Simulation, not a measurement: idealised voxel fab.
Process module under the name voxel self aligned contacts
Section shown: cut. Width: 285 nm. Cell size: 5 nm, square.
Cross-section layout: square cells on a grid; listed as bands, top to bottom; a band spans one or more cell rows. Look at the band entry: it leads with the top's height and the bottom's height in nm. Then it lists the materials left to right, with a width in nm for each. The word "all across" on a single material says that material fills the band edge to edge. The word "air" is empty space. Below 0: as-received wafer, all one material; heights counted from there. Lowest band: no bottom, goes on down, written "from 0 down". Width: "30..40" (first number = top row, second number = bottom row, same change from row to row of cells). "no alterations made" after a step means that no cell of the cross-section changed. Each empty space that has no open way to the top and spans at least 8 cells appears under "Completely sealed voids" as width x height at distance, the distance counted from the left edge, all in nm. after a step's settings: what the simulator itself notes on the step. "overlay nm" answers the question of how far to the right of plan the mask lay on a step that has a mask, and when it is negative the answer is to the left.

Steps in the process plan
1,RECEIVE,material Si
2,OXIDIZE,depth nm 5
3,DIRECTIONAL_DEP,material polySi,thk nm 30
4,DIRECTIONAL_DEP,material SiN,thk nm 25
5,PATTERN,tone cover,mask id GATE,material resist,width nm 35,pitch nm 75,thk nm 20,overlay nm 0
6,DIRECTIONAL_ETCH,etch materials SiN,depth nm 25
7,DIRECTIONAL_ETCH,etch materials polySi,depth nm 30
8,STRIP,etch materials resist
9,CONFORMAL_DEP,material SiN,thk nm 10
10,DIRECTIONAL_ETCH,etch materials SiN,depth nm 10
11,FILL_DEP,material SiO2,thk nm 20
12,CMP,height nm 65
13,PATTERN,tone open,mask id CONTACT,material resist,width nm 50,pitch nm 75,thk nm 15,overlay nm 0
14,DIRECTIONAL_ETCH,etch materials SiO2,depth nm 70
15,STRIP,etch materials resist
16,CONFORMAL_DEP,material TiN,thk nm 5
17,FILL_DEP,material W,thk nm 10
18,CMP,height nm 65
19,CONFORMAL_DEP,material SiN,thk nm 5

First wafer of two (run as planned)

Cross-sectional view of the wafer in its as-received condition, corresponding to the state after step 1
  from 0 down  Si all across
  Completely sealed voids: none

Presented here is a cross-section of the wafer after step 2 has been performed
  from 0 to -5  SiO2 all across
  Nothing below the height -5 has changed.

Presented here is a cross-section of the wafer after step 3 has been performed
  from 30 to 0  polySi all across
  Nothing below the height 0 has changed.

Presented here is a cross-section of the wafer after step 4 has been performed
  from 55 to 30  SiN all across
  Nothing below the height 30 has changed.

Presented here is a cross-section of the wafer after step 5 has been performed
  from 75 to 55  50 air; 35 resist; 40 air; 35 resist; 40 air; 35 resist; 50 air
  Nothing below the height 55 has changed.

Presented here is a cross-section of the wafer after step 6 has been performed
  from 75 to 55  50 air; 35 resist; 40 air; 35 resist; 40 air; 35 resist; 50 air
  from 55 to 30  50 air; 35 SiN; 40 air; 35 SiN; 40 air; 35 SiN; 50 air
  Nothing below the height 30 has changed.

Presented here is a cross-section of the wafer after step 7 has been performed
  from 75 to 55  50 air; 35 resist; 40 air; 35 resist; 40 air; 35 resist; 50 air
  from 55 to 30  50 air; 35 SiN; 40 air; 35 SiN; 40 air; 35 SiN; 50 air
  from 30 to 0  50 air; 35 polySi; 40 air; 35 polySi; 40 air; 35 polySi; 50 air
  Nothing below the height 0 has changed.

Presented here is a cross-section of the wafer after step 8 has been performed
  from 55 to 30  50 air; 35 SiN; 40 air; 35 SiN; 40 air; 35 SiN; 50 air
  Nothing below the height 30 has changed.

Presented here is a cross-section of the wafer after step 9 has been performed
  from 65 to 30  40 air; 55 SiN; 20 air; 55 SiN; 20 air; 55 SiN; 40 air
  from 30 to 10  40 air; 10 SiN; 35 polySi; 10 SiN; 20 air; 10 SiN; 35 polySi; 10 SiN; 20 air; 10 SiN; 35 polySi; 10 SiN; 40 air
  from 10 to 0  50 SiN; 35 polySi; 40 SiN; 35 polySi; 40 SiN; 35 polySi; 50 SiN
  Nothing below the height 0 has changed.

Presented here is a cross-section of the wafer after step 10 has been performed
  from 55 to 30  40 air; 55 SiN; 20 air; 55 SiN; 20 air; 55 SiN; 40 air
  from 30 to 0  40 air; 10 SiN; 35 polySi; 10 SiN; 20 air; 10 SiN; 35 polySi; 10 SiN; 20 air; 10 SiN; 35 polySi; 10 SiN; 40 air
  Nothing below the height 0 has changed.

Presented here is a cross-section of the wafer after step 11 has been performed
  from 75 to 55  SiO2 all across
  from 55 to 30  40 SiO2; 55 SiN; 20 SiO2; 55 SiN; 20 SiO2; 55 SiN; 40 SiO2
  from 30 to 0  40 SiO2; 10 SiN; 35 polySi; 10 SiN; 20 SiO2; 10 SiN; 35 polySi; 10 SiN; 20 SiO2; 10 SiN; 35 polySi; 10 SiN; 40 SiO2
  Nothing below the height 0 has changed.

Presented here is a cross-section of the wafer after step 12 has been performed
  from 65 to 55  SiO2 all across
  Nothing below the height 55 has changed.

Presented here is a cross-section of the wafer after step 13 has been performed
  from 80 to 65  80 resist; 50 air; 25 resist; 50 air; 80 resist
  Nothing below the height 65 has changed.

Presented here is a cross-section of the wafer after step 14 has been performed
  from 80 to 65  80 resist; 50 air; 25 resist; 50 air; 80 resist
  from 65 to 55  80 SiO2; 50 air; 25 SiO2; 50 air; 80 SiO2
  from 55 to 30  40 SiO2; 55 SiN; 20 air; 55 SiN; 20 air; 55 SiN; 40 SiO2
  from 30 to 0  40 SiO2; 10 SiN; 35 polySi; 10 SiN; 20 air; 10 SiN; 35 polySi; 10 SiN; 20 air; 10 SiN; 35 polySi; 10 SiN; 40 SiO2
  from 0 to -5  95 SiO2; 20 air; 55 SiO2; 20 air; 95 SiO2
  Nothing below the height -5 has changed.

Presented here is a cross-section of the wafer after step 15 has been performed
  from 65 to 55  80 SiO2; 50 air; 25 SiO2; 50 air; 80 SiO2
  Nothing below the height 55 has changed.

Presented here is a cross-section of the wafer after step 16 has been performed
  from 70 to 65  85 TiN; 40 air; 35 TiN; 40 air; 85 TiN
  from 65 to 55  80 SiO2; 5..20 TiN; 40..10 air; 5..20 TiN; 25 SiO2; 5..20 TiN; 40..10 air; 5..20 TiN; 80 SiO2
  from 55 to 30  40 SiO2; 55 SiN; 5 TiN; 10 air; 5 TiN; 55 SiN; 5 TiN; 10 air; 5 TiN; 55 SiN; 40 SiO2
  from 30 to 0  40 SiO2; 10 SiN; 35 polySi; 10 SiN; 5 TiN; 10 air; 5 TiN; 10 SiN; 35 polySi; 10 SiN; 5 TiN; 10 air; 5 TiN; 10 SiN; 35 polySi; 10 SiN; 40 SiO2
  from 0 to -5  95 SiO2; 20 TiN; 55 SiO2; 20 TiN; 95 SiO2
  Nothing below the height -5 has changed.

Presented here is a cross-section of the wafer after step 17 has been performed
  from 80 to 70  W all across
  from 70 to 65  85 TiN; 40 W; 35 TiN; 40 W; 85 TiN
  from 65 to 55  80 SiO2; 5..20 TiN; 40..10 W; 5..20 TiN; 25 SiO2; 5..20 TiN; 40..10 W; 5..20 TiN; 80 SiO2
  from 55 to 30  40 SiO2; 55 SiN; 5 TiN; 10 W; 5 TiN; 55 SiN; 5 TiN; 10 W; 5 TiN; 55 SiN; 40 SiO2
  from 30 to 0  40 SiO2; 10 SiN; 35 polySi; 10 SiN; 5 TiN; 10 W; 5 TiN; 10 SiN; 35 polySi; 10 SiN; 5 TiN; 10 W; 5 TiN; 10 SiN; 35 polySi; 10 SiN; 40 SiO2
  Nothing below the height 0 has changed.

Presented here is a cross-section of the wafer after step 18 has been performed
  from 65 to 55  80 SiO2; 5..20 TiN; 40..10 W; 5..20 TiN; 25 SiO2; 5..20 TiN; 40..10 W; 5..20 TiN; 80 SiO2
  Nothing below the height 55 has changed.

Presented here is a cross-section of the wafer after step 19 has been performed
  from 70 to 65  SiN all across
  Nothing below the height 65 has changed.

The second wafer: identical to the first at the outset and in its planned sequence, differing only in that one mistake was made during processing; up to and including step 8, its path is the first wafer's path

Second wafer, cut view, end of step 9 per plan
  from 70 to 30  35 air; 65 SiN; 10 air; 65 SiN; 10 air; 65 SiN; 35 air
  from 30 to 15  35 air; 15 SiN; 35 polySi; 15 SiN; 10 air; 15 SiN; 35 polySi; 15 SiN; 10 air; 15 SiN; 35 polySi; 15 SiN; 35 air
  from 15 to 0  50 SiN; 35 polySi; 40 SiN; 35 polySi; 40 SiN; 35 polySi; 50 SiN
  Nothing below the height 0 has changed.

Second wafer, cut view, end of step 10 per plan
  from 60 to 30  35 air; 65 SiN; 10 air; 65 SiN; 10 air; 65 SiN; 35 air
  from 30 to 5  35 air; 15 SiN; 35 polySi; 15 SiN; 10 air; 15 SiN; 35 polySi; 15 SiN; 10 air; 15 SiN; 35 polySi; 15 SiN; 35 air
  Nothing below the height 5 has changed.

Second wafer, cut view, end of step 11 per plan
  from 80 to 60  SiO2 all across
  from 60 to 30  35 SiO2; 65 SiN; 10 SiO2; 65 SiN; 10 SiO2; 65 SiN; 35 SiO2
  from 30 to 5  35 SiO2; 15 SiN; 35 polySi; 15 SiN; 10 SiO2; 15 SiN; 35 polySi; 15 SiN; 10 SiO2; 15 SiN; 35 polySi; 15 SiN; 35 SiO2
  Nothing below the height 5 has changed.

Second wafer, cut view, end of step 12 per plan
  from 65 to 60  SiO2 all across
  Nothing below the height 60 has changed.

Second wafer, cut view, end of step 13 per plan
  from 80 to 65  80 resist; 50 air; 25 resist; 50 air; 80 resist
  Nothing below the height 65 has changed.

Second wafer, cut view, end of step 14 per plan
  from 80 to 65  80 resist; 50 air; 25 resist; 50 air; 80 resist
  from 65 to 60  80 SiO2; 50 air; 25 SiO2; 50 air; 80 SiO2
  from 60 to 30  35 SiO2; 65 SiN; 10 air; 65 SiN; 10 air; 65 SiN; 35 SiO2
  from 30 to 5  35 SiO2; 15 SiN; 35 polySi; 15 SiN; 10 air; 15 SiN; 35 polySi; 15 SiN; 10 air; 15 SiN; 35 polySi; 15 SiN; 35 SiO2
  Nothing below the height 5 has changed.

Second wafer, cut view, end of step 15 per plan
  from 65 to 60  80 SiO2; 50 air; 25 SiO2; 50 air; 80 SiO2
  Nothing below the height 60 has changed.

Second wafer, cut view, end of step 16 per plan
  from 70 to 65  85 TiN; 40 air; 35 TiN; 40 air; 85 TiN
  from 65 to 60  80 SiO2; 50 TiN; 25 SiO2; 50 TiN; 80 SiO2
  from 60 to 30  35 SiO2; 65 SiN; 10 TiN; 65 SiN; 10 TiN; 65 SiN; 35 SiO2
  from 30 to 5  35 SiO2; 15 SiN; 35 polySi; 15 SiN; 10 TiN; 15 SiN; 35 polySi; 15 SiN; 10 TiN; 15 SiN; 35 polySi; 15 SiN; 35 SiO2
  Nothing below the height 5 has changed.

Second wafer, cut view, end of step 17 per plan
  from 80 to 70  W all across
  from 70 to 65  85 TiN; 40 W; 35 TiN; 40 W; 85 TiN
  Nothing below the height 65 has changed.

Second wafer, cut view, end of step 18 per plan
  from 65 to 60  80 SiO2; 50 TiN; 25 SiO2; 50 TiN; 80 SiO2
  Nothing below the height 60 has changed.

Second wafer, cut view, end of step 19 per plan
  from 70 to 65  SiN all across
  Nothing below the height 65 has changed.
Where did the run depart from the plan? step 9 did not use the planned setting and instead ran as CONFORMAL_DEP,material SiN,thk nm 15
Final wafer comparison in cells, second versus first, more or fewer per material: 123 more of SiN; 51 fewer of SiO2; 8 fewer of TiN; 64 fewer of W
